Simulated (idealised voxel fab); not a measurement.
process module | voxel ribs on slabs
cross-section cut | 225 nm wide | cells 5 nm
A cross-section is a grid of square cells, given in bands from the top down. A band is one or more rows of cells.
Each band's line starts with the height of the band's top and of its bottom, in nm. Then come its materials from left to right, each with its width in nm. One material with "throughout" fills the band from edge to edge. "air" is empty space.
Height 0 is the level under which the wafer as received is all one material. The lowest band goes on downwards, as in "0 down".
A width such as "30 to 40" changes by the same amount from each row of cells to the next, from the band's top row to its bottom row.
"no change" after a step means that no cell of the cross-section changed.
closed voids: empty space of 8 cells or more with no open way to the top, each as width x height at its distance from the left edge, in nm
after a step's settings: what the simulator itself notes on the step
overlay nm, on a step with a mask: how far to the right of its planned place the mask lay; to the left if negative
plan
1 op RECEIVE | material Si
2 op DIRECTIONAL_DEP | material SiO2 | thk nm 25
3 op DIRECTIONAL_DEP | material polySi | thk nm 20
4 op PATTERN | tone cover | mask id RIB | material resist | width nm 15 | thk nm 20 | overlay nm 0
5 op DIRECTIONAL_ETCH | etch materials polySi | depth nm 15
6 op STRIP | etch materials resist
7 op MASKED_ETCH | tone cover | mask id SLAB | width nm 65 | etch materials polySi | depth nm 5 | overlay nm 0
8 op FILL_DEP | material SiO2 | thk nm 20
9 op CMP | height nm 55
10 op DIRECTIONAL_DEP | material W | thk nm 10
11 op PATTERN | tone cover | mask id HEATER | material resist | width nm 25 | thk nm 15 | overlay nm 0
12 op DIRECTIONAL_ETCH | etch materials W | depth nm 10
13 op STRIP | etch materials resist
14 op CONFORMAL_DEP | material SiN | thk nm 10
as received, after step 1
  0 down: Si throughout
  closed voids: none
a wafer at the end: this start, this plan, one mistake
  75 to 65: air 90 | SiN 45 | air 90
  65 to 55: SiN 100 | W 25 | SiN 100
  55 to 45: SiO2 throughout
  45 to 30: SiO2 105 | polySi 15 | SiO2 105
  30 to 25: SiO2 90 | polySi 65 | SiO2 70
  25 to 0: SiO2 throughout
  0 down: Si throughout
  closed voids: none
what went wrong: step 7 ran as: op MASKED_ETCH | tone cover | mask id SLAB | width nm 65 | etch materials polySi | depth nm 5 | overlay nm 10
